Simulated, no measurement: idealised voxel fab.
The name of this process module is voxel self aligned vias.
Displayed cross-section: cut, width of 175 nm, square cells sized 5 nm.
In this document a cross-section is written as a grid of square cells. It is given as a series of bands, listed from the top down, and a band is one or more rows of cells.
It is stipulated that each band's entry specify, in nanometres, the height of the top of the band and then that of its bottom, followed by the materials of the band in left-to-right sequence, each together with its width in nanometres. A single material marked by the word "throughout" is understood to fill the band from edge to edge; the word "air" is understood to denote empty space.
Measure heights from 0. That's the level where, below it, the as-received wafer is all one material. The lowest band is bottomless and extends downward; write it as in "0 nm and below".
Top row gets the first number, bottom row gets the second, and each row in between changes by the same step: that is how a band width like "30..40" works.
When a step is marked "remained the same", none of the cells in the cross-section changed during that step.
So "Enclosed internal voids" is basically the list of trapped voids: any empty space of 8 cells or more that can't reach the top through an opening. They're written width x height at distance, the distance being from the left edge, and it's all nm.
What comes after the settings on a step's line is commentary from the simulator itself on that step.
overlay nm: for a step with a mask, the amount by which the mask lay right of where it was planned; a negative amount means left of it.
### Planned process steps
1: op RECEIVE | material Si
2: op CONFORMAL_DEP | material SiO2 | thk nm 10
3: op CONFORMAL_DEP | material SiCN | thk nm 5
4: op DIRECTIONAL_DEP | material lowk | thk nm 30
5: op PATTERN | tone open | mask id LINES | material resist | width nm 30 | pitch nm 65 | thk nm 15 | overlay nm -15
6: op DIRECTIONAL_ETCH | etch materials lowk | depth nm 30
7: op STRIP | etch materials resist
8: op CONFORMAL_DEP | material TiN | thk nm 5
9: op FILL_DEP | material W | thk nm 10
10: op CMP | height nm 45
11: op SELECTIVE_ETCH | etch materials W Ru TiN | depth nm 10
12: op FILL_DEP | material SiN | thk nm 5
13: op CMP | height nm 45
14: op DIRECTIONAL_DEP | material lowk | thk nm 20
15: op PATTERN | tone open | mask id VIAS | material resist | width nm 40 | thk nm 20 | overlay nm 0
16: op DIRECTIONAL_ETCH | etch materials lowk | depth nm 20
17: op DIRECTIONAL_ETCH | etch materials SiN | depth nm 10
18: op STRIP | etch materials resist
19: op CONFORMAL_DEP | material TiN | thk nm 5
20: op FILL_DEP | material Cu | thk nm 10
21: op CMP | height nm 65
22: op CONFORMAL_DEP | material SiN | thk nm 5
Don't read the plan's overlay nm for step 5 as applying to every wafer: that's the first wafer's value, and the wafers differ in it, though they all start identical.
### Cross-section of the first of several wafers on receipt, reflecting completion of step 1
- 0 nm and below  Si throughout
- Enclosed internal voids: none
### Each row below is a wafer at the end of the module, listing for every material the number of cells it has gained (+) or lost (-) since it was received, followed by its closed voids
overlay nm -15 | +22 Cu | +35 SiCN | +51 SiN | +70 SiO2 | +42 TiN | +24 W | +246 lowk | Enclosed internal voids: none
overlay nm -10 | +24 Cu | +35 SiCN | +49 SiN | +70 SiO2 | +42 TiN | +24 W | +246 lowk | Enclosed internal voids: none
overlay nm -5 | +26 Cu | +35 SiCN | +47 SiN | +70 SiO2 | +42 TiN | +24 W | +246 lowk | Enclosed internal voids: none
overlay nm 0 | +26 Cu | +35 SiCN | +47 SiN | +70 SiO2 | +42 TiN | +24 W | +246 lowk | Enclosed internal voids: none
overlay nm 5 | +26 Cu | +35 SiCN | +47 SiN | +70 SiO2 | +42 TiN | +24 W | +246 lowk | Enclosed internal voids: none
overlay nm 10 | +24 Cu | +35 SiCN | +49 SiN | +70 SiO2 | +42 TiN | +24 W | +246 lowk | Enclosed internal voids: none
overlay nm 15 | +22 Cu | +35 SiCN | +51 SiN | +70 SiO2 | +42 TiN | +24 W | +246 lowk | Enclosed internal voids: none
